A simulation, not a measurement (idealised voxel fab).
process module | voxel local oxidation
cross-section cut | 265 nm wide | cells 5 nm
A cross-section is a grid of square cells, given in bands from the top down. A band is one or more rows of cells.
Each band's line starts with the height of the band's top and of its bottom, in nm. Then come its materials from left to right, each with its width in nm. One material with "throughout" fills the band from edge to edge. "air" is empty space.
Height 0 is the level under which the wafer as received is all one material. The lowest band goes on downwards, as in "0 down".
A width such as "30 to 40" changes by the same amount from each row of cells to the next, from the band's top row to its bottom row.
"no change" after a step means that no cell of the cross-section changed.
closed voids: empty space of 8 cells or more with no open way to the top, each as width x height at its distance from the left edge, in nm
after a step's settings: what the simulator itself notes on the step
overlay nm, on a step with a mask: how far to the right of its planned place the mask lay; to the left if negative
plan
1 op RECEIVE | material Si
2 op CONFORMAL_DEP | material SiO2 | thk nm 5
3 op CONFORMAL_DEP | material SiN | thk nm 15
4 op DIRECTIONAL_DEP | material aC | thk nm 15
5 op PATTERN | tone cover | mask id ACTIVE | material resist | width nm 115 | thk nm 35 | overlay nm 0
6 op DIRECTIONAL_ETCH | etch materials aC | depth nm 15
7 op STRIP | etch materials resist
8 op DIRECTIONAL_ETCH | etch materials SiN | depth nm 15
9 op STRIP | etch materials aC
10 op SELECTIVE_ETCH | etch materials SiO2 | depth nm 5
11 op OXIDIZE | depth nm 10
12 op STRIP | etch materials SiN
first wafer, as planned
as received, after step 1
  0 down: Si throughout
  closed voids: none
after step 2
  5 to 0: SiO2 throughout
  below 0: unchanged
after step 3
  20 to 5: SiN throughout
  below 5: unchanged
after step 4
  35 to 20: aC throughout
  below 20: unchanged
after step 5
  70 to 35: air 75 | resist 115 | air 75
  below 35: unchanged
after step 6
  55 to 35: air 75 | resist 115 | air 75
  35 to 20: air 75 | aC 115 | air 75
  below 20: unchanged
after step 7
  35 to 20: air 75 | aC 115 | air 75
  below 20: unchanged
after step 8
  35 to 20: air 75 | aC 115 | air 75
  20 to 5: air 75 | SiN 115 | air 75
  below 5: unchanged
after step 9
  20 to 5: air 75 | SiN 115 | air 75
  below 5: unchanged
after step 10
  20 to 5: air 75 | SiN 115 | air 75
  5 to 0: air 80 | SiO2 105 | air 80
  below 0: unchanged
after step 11
  20 to 5: air 75 | SiN 115 | air 75
  5 to 0: air 80 | SiO2 105 | air 80
  0 to -10: SiO2 90 | Si 85 | SiO2 90
  below -10: unchanged
after step 12
  5 to 0: air 80 | SiO2 105 | air 80
  below 0: unchanged
second wafer: like start, like plan, one mistake. Through step 4 it matches the first wafer
when step 5 should have ended
  70 to 35: air 75 | resist 120 | air 70
  below 35: unchanged
when step 6 should have ended
  55 to 35: air 75 | resist 120 | air 70
  35 to 20: air 75 | aC 120 | air 70
  below 20: unchanged
when step 7 should have ended
  35 to 20: air 75 | aC 120 | air 70
  below 20: unchanged
when step 8 should have ended
  35 to 20: air 75 | aC 120 | air 70
  20 to 5: air 75 | SiN 120 | air 70
  below 5: unchanged
when step 9 should have ended
  20 to 5: air 75 | SiN 120 | air 70
  below 5: unchanged
when step 10 should have ended
  20 to 5: air 75 | SiN 120 | air 70
  5 to 0: air 80 | SiO2 110 | air 75
  below 0: unchanged
when step 11 should have ended
  20 to 5: air 75 | SiN 120 | air 70
  5 to 0: air 80 | SiO2 110 | air 75
  0 to -10: SiO2 90 | Si 90 | SiO2 85
  below -10: unchanged
when step 12 should have ended
  5 to 0: air 80 | SiO2 110 | air 75
  below 0: unchanged
what went wrong: step 5 ran as: op PATTERN | tone cover | mask id ACTIVE | material resist | width nm 120 | thk nm 35 | overlay nm 0
at the end the second wafer has, in cells: 2 more of Si | 1 fewer of SiO2
